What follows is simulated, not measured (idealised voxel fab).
Process module name: voxel self aligned vias
Cross-sectional view cut (width: 280 nm; square cell size: 5 nm).
If you're reading a cross-section in this doc, picture square cells in a grid; it comes to you as bands, top ones listed first down to the bottom, and a band can be one or more rows of cells. Band: top height; bottom height; in nm. Then, left to right: material with width in nm, for each material. "everywhere": a single material spanning edge to edge. "blank": empty space. For the purposes of this specification, 0 denotes the height below which the wafer in its as-received condition is composed wholly of one material, and the lowermost band, lacking a lower limit, extends downward without end, as expressed in "0 -> down". You'd read "30->40" like this: the band's top row of cells is as wide as the first number, its bottom row is as wide as the second, and going down, every row changes width by the same amount as the row before did. No cell of the cross-section changed in a step that is given as "remains unaltered". Look at "Enclosed internal voids" for the closed voids: empty spaces with no open path to the top, sized 8 cells or up. Each is width x height at distance, distance from the left edge, all nm. Where a step's line continues beyond its settings, the continuation is a remark by the simulator itself on that step. The setting "overlay nm" may be written on the line of a step. When the step uses a mask, the value reports how far to the right of the planned place the mask lay, and a negative value reports that it lay to the left.

[Steps planned for the process]
step 1: RECEIVE | material Si
step 2: CONFORMAL_DEP | material SiO2 | thk nm 15
step 3: CONFORMAL_DEP | material SiCN | thk nm 5
step 4: DIRECTIONAL_DEP | material lowk | thk nm 30
step 5: MASKED_ETCH | tone open | mask id LINES | width nm 25 | pitch nm 65 | etch materials lowk | depth nm 30 | overlay nm 0
step 6: CONFORMAL_DEP | material TiN | thk nm 5
step 7: FILL_DEP | material Ru | thk nm 5
step 8: CMP | height nm 50
step 9: SELECTIVE_ETCH | etch materials W Ru TiN | depth nm 10
step 10: FILL_DEP | material SiN | thk nm 5
step 11: CMP | height nm 50
step 12: DIRECTIONAL_DEP | material lowk | thk nm 20
step 13: PATTERN | tone open | mask id VIAS | material resist | width nm 45 | pitch nm 130 | thk nm 15 | overlay nm 0
step 14: DIRECTIONAL_ETCH | etch materials lowk | depth nm 20
step 15: DIRECTIONAL_ETCH | etch materials SiN | depth nm 10
step 16: STRIP | etch materials resist
step 17: CONFORMAL_DEP | material TiN | thk nm 5
step 18: FILL_DEP | material Ru | thk nm 5
step 19: CMP | height nm 70
step 20: CONFORMAL_DEP | material SiN | thk nm 5

[Account of the first of two wafers, which was processed as intended]

[As received (post step 1): cross-section]
* 0 -> down = Si everywhere
* Enclosed internal voids: none

[You're looking at a cross-section of the wafer after step 2]
* 15 -> 0 = SiO2 everywhere
* Anything lower than 0 is untouched.

[You're looking at a cross-section of the wafer after step 3]
* 20 -> 15 = SiCN everywhere
* Anything lower than 15 is untouched.

[You're looking at a cross-section of the wafer after step 4]
* 50 -> 20 = lowk everywhere
* Anything lower than 20 is untouched.

[You're looking at a cross-section of the wafer after step 5]
* 50 -> 20 = 60 of lowk, 25 of blank, 40 of lowk, 25 of blank, 40 of lowk, 25 of blank, 65 of lowk
* Anything lower than 20 is untouched.

[You're looking at a cross-section of the wafer after step 6]
* 55 -> 50 = 65 of TiN, 15 of blank, 50 of TiN, 15 of blank, 50 of TiN, 15 of blank, 70 of TiN
* 50 -> 25 = 60 of lowk, 5 of TiN, 15 of blank, 5 of TiN, 40 of lowk, 5 of TiN, 15 of blank, 5 of TiN, 40 of lowk, 5 of TiN, 15 of blank, 5 of TiN, 65 of lowk
* 25 -> 20 = 60 of lowk, 25 of TiN, 40 of lowk, 25 of TiN, 40 of lowk, 25 of TiN, 65 of lowk
* Anything lower than 20 is untouched.

[You're looking at a cross-section of the wafer after step 7]
* 60 -> 55 = Ru everywhere
* 55 -> 50 = 65 of TiN, 15 of Ru, 50 of TiN, 15 of Ru, 50 of TiN, 15 of Ru, 70 of TiN
* 50 -> 25 = 60 of lowk, 5 of TiN, 15 of Ru, 5 of TiN, 40 of lowk, 5 of TiN, 15 of Ru, 5 of TiN, 40 of lowk, 5 of TiN, 15 of Ru, 5 of TiN, 65 of lowk
* Anything lower than 25 is untouched.

[You're looking at a cross-section of the wafer after step 8]
* 50 -> 25 = 60 of lowk, 5 of TiN, 15 of Ru, 5 of TiN, 40 of lowk, 5 of TiN, 15 of Ru, 5 of TiN, 40 of lowk, 5 of TiN, 15 of Ru, 5 of TiN, 65 of lowk
* Anything lower than 25 is untouched.

[You're looking at a cross-section of the wafer after step 9]
* 50 -> 40 = 60 of lowk, 25 of blank, 40 of lowk, 25 of blank, 40 of lowk, 25 of blank, 65 of lowk
* Anything lower than 40 is untouched.

[You're looking at a cross-section of the wafer after step 10]
* 55 -> 50 = SiN everywhere
* 50 -> 40 = 60 of lowk, 25 of SiN, 40 of lowk, 25 of SiN, 40 of lowk, 25 of SiN, 65 of lowk
* Anything lower than 40 is untouched.

[You're looking at a cross-section of the wafer after step 11]
* 50 -> 40 = 60 of lowk, 25 of SiN, 40 of lowk, 25 of SiN, 40 of lowk, 25 of SiN, 65 of lowk
* Anything lower than 40 is untouched.

[You're looking at a cross-section of the wafer after step 12]
* 70 -> 50 = lowk everywhere
* Anything lower than 50 is untouched.

[You're looking at a cross-section of the wafer after step 13]
* 85 -> 70 = 50 of resist, 45 of blank, 85 of resist, 45 of blank, 55 of resist
* Anything lower than 70 is untouched.

[You're looking at a cross-section of the wafer after step 14]
* 85 -> 70 = 50 of resist, 45 of blank, 85 of resist, 45 of blank, 55 of resist
* 70 -> 50 = 50 of lowk, 45 of blank, 85 of lowk, 45 of blank, 55 of lowk
* Anything lower than 50 is untouched.

[You're looking at a cross-section of the wafer after step 15]
* 85 -> 70 = 50 of resist, 45 of blank, 85 of resist, 45 of blank, 55 of resist
* 70 -> 50 = 50 of lowk, 45 of blank, 85 of lowk, 45 of blank, 55 of lowk
* 50 -> 40 = 60 of lowk, 25 of blank, 40 of lowk, 25 of SiN, 40 of lowk, 25 of blank, 65 of lowk
* Anything lower than 40 is untouched.

[You're looking at a cross-section of the wafer after step 16]
* 70 -> 50 = 50 of lowk, 45 of blank, 85 of lowk, 45 of blank, 55 of lowk
* Anything lower than 50 is untouched.

[You're looking at a cross-section of the wafer after step 17]
* 75 -> 70 = 55 of TiN, 35 of blank, 95 of TiN, 35 of blank, 60 of TiN
* 70 -> 55 = 50 of lowk, 5 of TiN, 35 of blank, 5 of TiN, 85 of lowk, 5 of TiN, 35 of blank, 5 of TiN, 55 of lowk
* 55 -> 50 = 50 of lowk, 15 of TiN, 15 of blank, 15 of TiN, 85 of lowk, 15 of TiN, 15 of blank, 15 of TiN, 55 of lowk
* 50 -> 45 = 60 of lowk, 5 of TiN, 15 of blank, 5 of TiN, 40 of lowk, 25 of SiN, 40 of lowk, 5 of TiN, 15 of blank, 5 of TiN, 65 of lowk
* 45 -> 40 = 60 of lowk, 25 of TiN, 40 of lowk, 25 of SiN, 40 of lowk, 25 of TiN, 65 of lowk
* Anything lower than 40 is untouched.

[You're looking at a cross-section of the wafer after step 18]
* 80 -> 75 = Ru everywhere
* 75 -> 70 = 55 of TiN, 35 of Ru, 95 of TiN, 35 of Ru, 60 of TiN
* 70 -> 55 = 50 of lowk, 5 of TiN, 35 of Ru, 5 of TiN, 85 of lowk, 5 of TiN, 35 of Ru, 5 of TiN, 55 of lowk
* 55 -> 50 = 50 of lowk, 15 of TiN, 15 of Ru, 15 of TiN, 85 of lowk, 15 of TiN, 15 of Ru, 15 of TiN, 55 of lowk
* 50 -> 45 = 60 of lowk, 5 of TiN, 15 of Ru, 5 of TiN, 40 of lowk, 25 of SiN, 40 of lowk, 5 of TiN, 15 of Ru, 5 of TiN, 65 of lowk
* Anything lower than 45 is untouched.

[You're looking at a cross-section of the wafer after step 19]
* 70 -> 55 = 50 of lowk, 5 of TiN, 35 of Ru, 5 of TiN, 85 of lowk, 5 of TiN, 35 of Ru, 5 of TiN, 55 of lowk
* Anything lower than 55 is untouched.

[You're looking at a cross-section of the wafer after step 20]
* 75 -> 70 = SiN everywhere
* Anything lower than 70 is untouched.

[The second wafer was prepared from the same starting point and under the same plan as the first; its processing contained one mistake, and it remains indistinguishable from the first wafer up to and including step 4]

[Second wafer, cut view, end of step 5 per plan]
* 50 -> 20 = 60 of blank, 25 of lowk, 40 of blank, 25 of lowk, 40 of blank, 25 of lowk, 65 of blank
* Anything lower than 20 is untouched.

[Second wafer, cut view, end of step 6 per plan]
* 55 -> 50 = 55 of blank, 35 of TiN, 30 of blank, 35 of TiN, 30 of blank, 35 of TiN, 60 of blank
* 50 -> 25 = 55 of blank, 5 of TiN, 25 of lowk, 5 of TiN, 30 of blank, 5 of TiN, 25 of lowk, 5 of TiN, 30 of blank, 5 of TiN, 25 of lowk, 5 of TiN, 60 of blank
* 25 -> 20 = 60 of TiN, 25 of lowk, 40 of TiN, 25 of lowk, 40 of TiN, 25 of lowk, 65 of TiN
* Anything lower than 20 is untouched.

[Second wafer, cut view, end of step 7 per plan]
* 60 -> 55 = Ru everywhere
* 55 -> 50 = 55 of Ru, 35 of TiN, 30 of Ru, 35 of TiN, 30 of Ru, 35 of TiN, 60 of Ru
* 50 -> 25 = 55 of Ru, 5 of TiN, 25 of lowk, 5 of TiN, 30 of Ru, 5 of TiN, 25 of lowk, 5 of TiN, 30 of Ru, 5 of TiN, 25 of lowk, 5 of TiN, 60 of Ru
* Anything lower than 25 is untouched.

[Second wafer, cut view, end of step 8 per plan]
* 50 -> 25 = 55 of Ru, 5 of TiN, 25 of lowk, 5 of TiN, 30 of Ru, 5 of TiN, 25 of lowk, 5 of TiN, 30 of Ru, 5 of TiN, 25 of lowk, 5 of TiN, 60 of Ru
* Anything lower than 25 is untouched.

[Second wafer, cut view, end of step 9 per plan]
* 50 -> 40 = 60 of blank, 25 of lowk, 40 of blank, 25 of lowk, 40 of blank, 25 of lowk, 65 of blank
* Anything lower than 40 is untouched.

[Second wafer, cut view, end of step 10 per plan]
* 55 -> 50 = SiN everywhere
* 50 -> 40 = 60 of SiN, 25 of lowk, 40 of SiN, 25 of lowk, 40 of SiN, 25 of lowk, 65 of SiN
* Anything lower than 40 is untouched.

[Second wafer, cut view, end of step 11 per plan]
* 50 -> 40 = 60 of SiN, 25 of lowk, 40 of SiN, 25 of lowk, 40 of SiN, 25 of lowk, 65 of SiN
* Anything lower than 40 is untouched.

[Second wafer, cut view, end of step 12 per plan]
* 70 -> 50 = lowk everywhere
* Anything lower than 50 is untouched.

[Second wafer, cut view, end of step 13 per plan]
* 85 -> 70 = 50 of resist, 45 of blank, 85 of resist, 45 of blank, 55 of resist
* Anything lower than 70 is untouched.

[Second wafer, cut view, end of step 14 per plan]
* 85 -> 70 = 50 of resist, 45 of blank, 85 of resist, 45 of blank, 55 of resist
* 70 -> 50 = 50 of lowk, 45 of blank, 85 of lowk, 45 of blank, 55 of lowk
* Anything lower than 50 is untouched.

[Second wafer, cut view, end of step 15 per plan]
* 85 -> 70 = 50 of resist, 45 of blank, 85 of resist, 45 of blank, 55 of resist
* 70 -> 50 = 50 of lowk, 45 of blank, 85 of lowk, 45 of blank, 55 of lowk
* 50 -> 40 = 50 of SiN, 10 of blank, 25 of lowk, 10 of blank, 30 of SiN, 25 of lowk, 30 of SiN, 10 of blank, 25 of lowk, 10 of blank, 55 of SiN
* Anything lower than 40 is untouched.

[Second wafer, cut view, end of step 16 per plan]
* 70 -> 50 = 50 of lowk, 45 of blank, 85 of lowk, 45 of blank, 55 of lowk
* Anything lower than 50 is untouched.

[Second wafer, cut view, end of step 17 per plan]
* 75 -> 70 = 55 of TiN, 35 of blank, 95 of TiN, 35 of blank, 60 of TiN
* 70 -> 55 = 50 of lowk, 5 of TiN, 35 of blank, 5 of TiN, 85 of lowk, 5 of TiN, 35 of blank, 5 of TiN, 55 of lowk
* 55 -> 50 = 50 of lowk, 45 of TiN, 85 of lowk, 45 of TiN, 55 of lowk
* 50 -> 40 = 50 of SiN, 10 of TiN, 25 of lowk, 10 of TiN, 30 of SiN, 25 of lowk, 30 of SiN, 10 of TiN, 25 of lowk, 10 of TiN, 55 of SiN
* Anything lower than 40 is untouched.

[Second wafer, cut view, end of step 18 per plan]
* 80 -> 75 = Ru everywhere
* 75 -> 70 = 55 of TiN, 35 of Ru, 95 of TiN, 35 of Ru, 60 of TiN
* 70 -> 55 = 50 of lowk, 5 of TiN, 35 of Ru, 5 of TiN, 85 of lowk, 5 of TiN, 35 of Ru, 5 of TiN, 55 of lowk
* Anything lower than 55 is untouched.

[Second wafer, cut view, end of step 19 per plan]
* 70 -> 55 = 50 of lowk, 5 of TiN, 35 of Ru, 5 of TiN, 85 of lowk, 5 of TiN, 35 of Ru, 5 of TiN, 55 of lowk
* Anything lower than 55 is untouched.

[Second wafer, cut view, end of step 20 per plan]
* 75 -> 70 = SiN everywhere
* Anything lower than 70 is untouched.
Finding, execution versus plan: step 5 ran as: MASKED_ETCH | tone cover | mask id LINES | width nm 25 | pitch nm 65 | etch materials lowk | depth nm 30 | overlay nm 0
It is noted that, at the conclusion of processing, the second wafer exhibits a higher or lower cell count for certain materials relative to the first: +66 Ru | +56 SiN | +34 TiN | -156 lowk
